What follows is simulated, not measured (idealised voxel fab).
process module | voxel released beams
cross-section cut | 285 nm wide | cells 5 nm
A cross-section is a grid of square cells, given in bands from the top down. A band is one or more rows of cells.
Each band's line starts with the height of the band's top and of its bottom, in nm. Then come its materials from left to right, each with its width in nm. One material with "throughout" fills the band from edge to edge. "air" is empty space.
Height 0 is the level under which the wafer as received is all one material. The lowest band goes on downwards, as in "0 down".
A width such as "30 to 40" changes by the same amount from each row of cells to the next, from the band's top row to its bottom row.
"no change" after a step means that no cell of the cross-section changed.
closed voids: empty space of 8 cells or more with no open way to the top, each as width x height at its distance from the left edge, in nm
after a step's settings: what the simulator itself notes on the step
overlay nm, on a step with a mask: how far to the right of its planned place the mask lay; to the left if negative
plan
1 op RECEIVE | material Si
2 op CONFORMAL_DEP | material SiN | thk nm 10
3 op DIRECTIONAL_DEP | material SiO2 | thk nm 10
4 op MASKED_ETCH | tone open | mask id ANCHOR | width nm 25 | etch materials SiO2 | depth nm 10 | overlay nm 0
5 op CONFORMAL_DEP | material polySi | thk nm 10
6 op DIRECTIONAL_DEP | material aC | thk nm 15
7 op PATTERN | tone cover | mask id BEAM | material resist | width nm 90 | thk nm 30 | overlay nm 0
8 op DIRECTIONAL_ETCH | etch materials aC | depth nm 15
9 op STRIP | etch materials resist
10 op DIRECTIONAL_ETCH | etch materials polySi | depth nm 10
11 op STRIP | etch materials aC
12 op STRIP | etch materials SiO2
first wafer, as planned
as received, after step 1
  0 down: Si throughout
  closed voids: none
after step 2
  10 to 0: SiN throughout
  below 0: unchanged
after step 3
  20 to 10: SiO2 throughout
  below 10: unchanged
after step 4
  20 to 10: SiO2 100 | air 25 | SiO2 160
  below 10: unchanged
after step 5
  30 to 20: polySi 110 | air 5 | polySi 170
  20 to 10: SiO2 100 | polySi 25 | SiO2 160
  below 10: unchanged
after step 6
  45 to 35: aC 110 | air 5 | aC 170
  35 to 30: aC throughout
  30 to 20: polySi 110 | aC 5 | polySi 170
  below 20: unchanged
after step 7
  75 to 45: air 95 | resist 90 | air 100
  45 to 35: aC 110 | resist 5 | aC 170
  below 35: unchanged
after step 8
  60 to 45: air 95 | resist 90 | air 100
  45 to 35: air 95 | aC 15 | resist 5 | aC 70 | air 100
  35 to 30: air 95 | aC 90 | air 100
  below 30: unchanged
after step 9
  45 to 35: air 95 | aC 15 | air 5 | aC 70 | air 100
  below 35: unchanged
after step 10
  45 to 35: air 95 | aC 15 | air 5 | aC 70 | air 100
  35 to 30: air 95 | aC 90 | air 100
  30 to 20: air 95 | polySi 15 | aC 5 | polySi 70 | air 100
  below 20: unchanged
after step 11
  30 to 20: air 95 | polySi 15 | air 5 | polySi 70 | air 100
  below 20: unchanged
after step 12
  30 to 20: air 95 | polySi 15 | air 5 | polySi 70 | air 100
  20 to 10: air 100 | polySi 25 | air 160
  below 10: unchanged
second wafer: like start, like plan, one mistake. Through step 3 it matches the first wafer
when step 4 should have ended
  20 to 10: air 100 | SiO2 25 | air 160
  below 10: unchanged
when step 5 should have ended
  30 to 20: air 90 | polySi 45 | air 150
  20 to 10: polySi 100 | SiO2 25 | polySi 160
  below 10: unchanged
when step 6 should have ended
  45 to 35: air 90 | aC 45 | air 150
  35 to 30: aC throughout
  30 to 20: aC 90 | polySi 45 | aC 150
  below 20: unchanged
when step 7 should have ended
  75 to 45: air 95 | resist 90 | air 100
  45 to 35: air 90 | aC 45 | resist 50 | air 100
  below 35: unchanged
when step 8 should have ended
  60 to 45: air 95 | resist 90 | air 100
  45 to 35: air 95 | aC 40 | resist 50 | air 100
  35 to 30: air 95 | aC 90 | air 100
  30 to 20: air 90 | polySi 45 | aC 50 | air 100
  below 20: unchanged
when step 9 should have ended
  45 to 35: air 95 | aC 40 | air 150
  below 35: unchanged
when step 10 should have ended
  45 to 35: air 95 | aC 40 | air 150
  35 to 30: air 95 | aC 90 | air 100
  30 to 20: air 95 | polySi 40 | aC 50 | air 100
  20 to 10: air 90 | polySi 10 | SiO2 25 | polySi 60 | air 100
  below 10: unchanged
when step 11 should have ended
  30 to 20: air 95 | polySi 40 | air 150
  below 20: unchanged
when step 12 should have ended: no change
what went wrong: step 4 ran as: op MASKED_ETCH | tone cover | mask id ANCHOR | width nm 25 | etch materials SiO2 | depth nm 10 | overlay nm 0
at the end the second wafer has, in cells: 10 more of SiO2
